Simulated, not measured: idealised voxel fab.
process module | voxel gate over fins
cross-section cut | 165 nm wide | cells 5 nm
A cross-section is a grid of square cells, given in bands from the top down. A band is one or more rows of cells.
Each band's line starts with the height of the band's top and of its bottom, in nm. Then come its materials from left to right, each with its width in nm. One material with "throughout" fills the band from edge to edge. "air" is empty space.
Height 0 is the level under which the wafer as received is all one material. The lowest band goes on downwards, as in "0 down".
A width such as "30 to 40" changes by the same amount from each row of cells to the next, from the band's top row to its bottom row.
"no change" after a step means that no cell of the cross-section changed.
closed voids: empty space of 8 cells or more with no open way to the top, each as width x height at its distance from the left edge, in nm
after a step's settings: what the simulator itself notes on the step
overlay nm, on a step with a mask: how far to the right of its planned place the mask lay; to the left if negative
plan
1 op RECEIVE | material Si
2 op CONFORMAL_DEP | material SiN | thk nm 5
3 op PATTERN | tone cover | mask id FINS | material resist | width nm 15 | pitch nm 45 | thk nm 20 | overlay nm 0
4 op DIRECTIONAL_ETCH | etch materials SiN | depth nm 5
5 op DIRECTIONAL_ETCH | etch materials Si | depth nm 30
6 op STRIP | etch materials resist
7 op FILL_DEP | material SiO2 | thk nm 15
8 op CMP | height nm 5
9 op SELECTIVE_ETCH | etch materials SiO2 | depth nm 20
10 op STRIP | etch materials SiN
11 op CONFORMAL_DEP | material HfO2 | thk nm 5
12 op CONFORMAL_DEP | material TiN | thk nm 5
13 op CONFORMAL_DEP | material TiAl | thk nm 5
14 op CONFORMAL_DEP | material TiN | thk nm 5
15 op FILL_DEP | material W | thk nm 10
16 op CMP | height nm 25
17 op CONFORMAL_DEP | material SiCN | thk nm 10
as received, after step 1
  0 down: Si throughout
  closed voids: none
first wafer at the end, as planned
  35 to 25: SiCN throughout
  25 to 20: W throughout
  20 to 15: W 30 | TiN 100 | W 35
  15 to 10: W 30 | TiN 5 | TiAl 90 | TiN 5 | W 35
  10 to 5: W 30 | TiN 5 | TiAl 5 | TiN 35 | TiAl 10 | TiN 35 | TiAl 5 | TiN 5 | W 35
  5 to 0: TiN 35 | TiAl 5 | TiN 5 | HfO2 25 | TiN 5 | TiAl 10 | TiN 5 | HfO2 25 | TiN 5 | TiAl 5 | TiN 40
  0 to -5: TiAl 40 | TiN 5 | HfO2 5 | Si 15 | HfO2 5 | TiN 5 | TiAl 10 | TiN 5 | HfO2 5 | Si 15 | HfO2 5 | TiN 5 | TiAl 45
  -5 to -10: TiN 45 | HfO2 5 | Si 15 | HfO2 5 | TiN 20 | HfO2 5 | Si 15 | HfO2 5 | TiN 50
  -10 to -15: HfO2 50 | Si 15 | HfO2 30 | Si 15 | HfO2 55
  -15 to -30: SiO2 50 | Si 15 | SiO2 30 | Si 15 | SiO2 55
  -30 down: Si throughout
  closed voids: none
second wafer at the end: like start, like plan, one mistake
  35 to 25: SiCN throughout
  25 to 20: W throughout
  20 to 15: W 30 | TiN 100 | W 35
  15 to 10: W 30 | TiN 5 | TiAl 90 | TiN 5 | W 35
  10 to 5: W 30 | TiN 5 | TiAl 5 | HfO2 35 | TiAl 10 | HfO2 35 | TiAl 5 | TiN 5 | W 35
  5 to 0: TiN 35 | TiAl 5 | HfO2 5 | TiN 25 | HfO2 5 | TiAl 10 | HfO2 5 | TiN 25 | HfO2 5 | TiAl 5 | TiN 40
  0 to -5: TiAl 40 | HfO2 5 | TiN 5 | Si 15 | TiN 5 | HfO2 5 | TiAl 10 | HfO2 5 | TiN 5 | Si 15 | TiN 5 | HfO2 5 | TiAl 45
  -5 to -10: HfO2 45 | TiN 5 | Si 15 | TiN 5 | HfO2 20 | TiN 5 | Si 15 | TiN 5 | HfO2 50
  -10 to -15: TiN 50 | Si 15 | TiN 30 | Si 15 | TiN 55
  -15 to -30: SiO2 50 | Si 15 | SiO2 30 | Si 15 | SiO2 55
  -30 down: Si throughout
  closed voids: none
what went wrong: steps 11 and 12 were swapped
at the end the second wafer has, in cells: as many of each material as the first, in other places
